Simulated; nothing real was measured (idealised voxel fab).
You're looking at the process module voxel air gaps.
The cross-section shown here is cut; it is 235 nm wide and divided into square cells measuring 5 nm on a side.
How to read a cross-section here: the picture is a grid of square cells, written as bands going from the top down, and any band can span one or more rows of cells. First you get the band's top height and its bottom height, in nm, and then the materials it's made of, left to right, with each width in nm. If you see a single material with "all across", that one covers the band edge to edge. "air" is empty space. Heights are reckoned from 0. Under this level, the received wafer is all of one material. The bottommost band is open-ended downward, for example "0..down". A width such as "30->40" changes by the same amount from each row of cells to the next, from the band's top row to its bottom row. Step note "remained unchanged" = no cross-section cell changed. "Closed cavity list": empty spaces of 8 cells or more with no open way to the top, each given as width x height at distance, distance from the left edge, all in nm. Formally, on a step line, whatever follows the settings is a remark that the simulator itself makes on the step. The setting "overlay nm" may be written on the line of a step. When the step uses a mask, the value reports how far to the right of the planned place the mask lay, and a negative value reports that it lay to the left.
**These are the steps we planned for the process**
step 1: op RECEIVE | material Si
step 2: op CONFORMAL_DEP | material SiO2 | thk nm 10
step 3: op CONFORMAL_DEP | material SiN | thk nm 5
step 4: op DIRECTIONAL_DEP | material SiO2 | thk nm 35
step 5: op MASKED_ETCH | tone open | mask id LINES | width nm 15 | pitch nm 40 | etch materials SiO2 | depth nm 35 | overlay nm 0
step 6: op CONFORMAL_DEP | material TiN | thk nm 5
step 7: op FILL_DEP | material Ru | thk nm 5
step 8: op CMP | height nm 50
step 9: op EPI | material Ru | thk nm 10
step 10: op SELECTIVE_ETCH | etch materials SiO2 | depth nm 45
step 11: op CONFORMAL_DEP | material SiCN | thk nm 5
**So this is the incoming wafer in cross-section - it's already been through step 1**
	0..down | Si all across
	Closed cavity list: none
**The module was run from the start shown above using the plan shown above, but one mistake was made doing it; the resulting wafer cross-section is below**
	65..60 | 45 nm air; 165 nm SiCN; 25 nm air
	60..50 | 45 nm air; 5 nm SiCN; 35 nm Ru; 5 nm SiCN; 35 nm Ru; 5 nm SiCN; 35 nm Ru; 5 nm SiCN; 35 nm Ru; 5 nm SiCN; 25 nm air
	50..45 | 45 nm air; 15 nm SiCN; 5 nm TiN; 5 nm Ru; 5 nm TiN; 25 nm SiCN; 5 nm TiN; 5 nm Ru; 5 nm TiN; 25 nm SiCN; 5 nm TiN; 5 nm Ru; 5 nm TiN; 25 nm SiCN; 5 nm TiN; 5 nm Ru; 5 nm TiN; 15 nm SiCN; 25 nm air
	45..20 | 55 nm air; 5 nm SiCN; 5 nm TiN; 5 nm Ru; 5 nm TiN; 5 nm SiCN; 15 nm air; 5 nm SiCN; 5 nm TiN; 5 nm Ru; 5 nm TiN; 5 nm SiCN; 15 nm air; 5 nm SiCN; 5 nm TiN; 5 nm Ru; 5 nm TiN; 5 nm SiCN; 15 nm air; 5 nm SiCN; 5 nm TiN; 5 nm Ru; 5 nm TiN; 5 nm SiCN; 35 nm air
	20..15 | 60 nm SiCN; 15 nm TiN; 25 nm SiCN; 15 nm TiN; 25 nm SiCN; 15 nm TiN; 25 nm SiCN; 15 nm TiN; 40 nm SiCN
	15..10 | SiN all across
	10..0 | SiO2 all across
	0..down | Si all across
	Closed cavity list: 15 x 25 at 80; 15 x 25 at 120; 15 x 25 at 160
Nonconformance to the process plan: rather than as planned, step 5 actually ran as op MASKED_ETCH | tone open | mask id LINES | width nm 15 | pitch nm 40 | etch materials SiO2 | depth nm 35 | overlay nm 10
